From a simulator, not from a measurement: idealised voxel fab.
Title: Process Module voxel tone inversion
Square cells of 5 nm make up the cross-section cut, whose width is 215 nm.
For the purposes of this document, a cross-section shall be understood as a grid of square cells, specified as bands listed in top-to-bottom order, each band consisting of one or more rows of cells.
Band: top height; bottom height; in nm. Then, left to right: material with width in nm, for each material. "all across": a single material spanning edge to edge. "air": empty space.
Heights from 0 (as-received wafer is one material below). Bottom band endless downward, as "0..down".
A width given as "30 to 40" starts at the first number in the band's top row and ends at the second number in its bottom row, shifting by an equal amount at every step from row to row.
Where a step carries "all unchanged", the cross-section came out of it unchanged, cell for cell.
Entry "Sealed cavities" = empty spaces >= 8 cells with no open way to the top; each as width x height at distance, distance from left edge, all nm.
That trailing text on a step's line, after the settings, is the simulator's own remark on the step.
overlay nm: mask right of planned place by this much (step with mask). Neg. = left.

These are the steps we planned for the process
| 1 | RECEIVE (material Si) |
| 2 | CONFORMAL_DEP (material SiCN; thk nm 5) |
| 3 | DIRECTIONAL_DEP (material polySi; thk nm 25) |
| 4 | PATTERN (tone cover; mask id POSTS; material resist; width nm 20; pitch nm 45; thk nm 35; overlay nm 0) |
| 5 | DIRECTIONAL_ETCH (etch materials polySi; depth nm 25) |
| 6 | STRIP (etch materials resist) |
| 7 | FILL_DEP (material SiO2; thk nm 10) |
| 8 | CMP (height nm 30) |
| 9 | STRIP (etch materials polySi) |

As received (post step 1): cross-section
> 0..down  Si all across
> Sealed cavities: none

Module complete - cross-section of the first of two wafers, run according to plan
> 30..5  75 SiO2, 20 air, 25 SiO2, 20 air, 75 SiO2
> 5..0  SiCN all across
> 0..down  Si all across
> Sealed cavities: none

End-of-module cross-section of the second wafer: identical starting point and process plan to the first, with one processing mistake
> 30..25  SiCN all across
> 25..0  polySi all across
> 0..down  Si all across
> Sealed cavities: none
Run error: plan vs actual: 2 and 3 interchanged
At the finish, the second wafer shows more or fewer cells for some materials than the first does: SiO2 -175; polySi +215
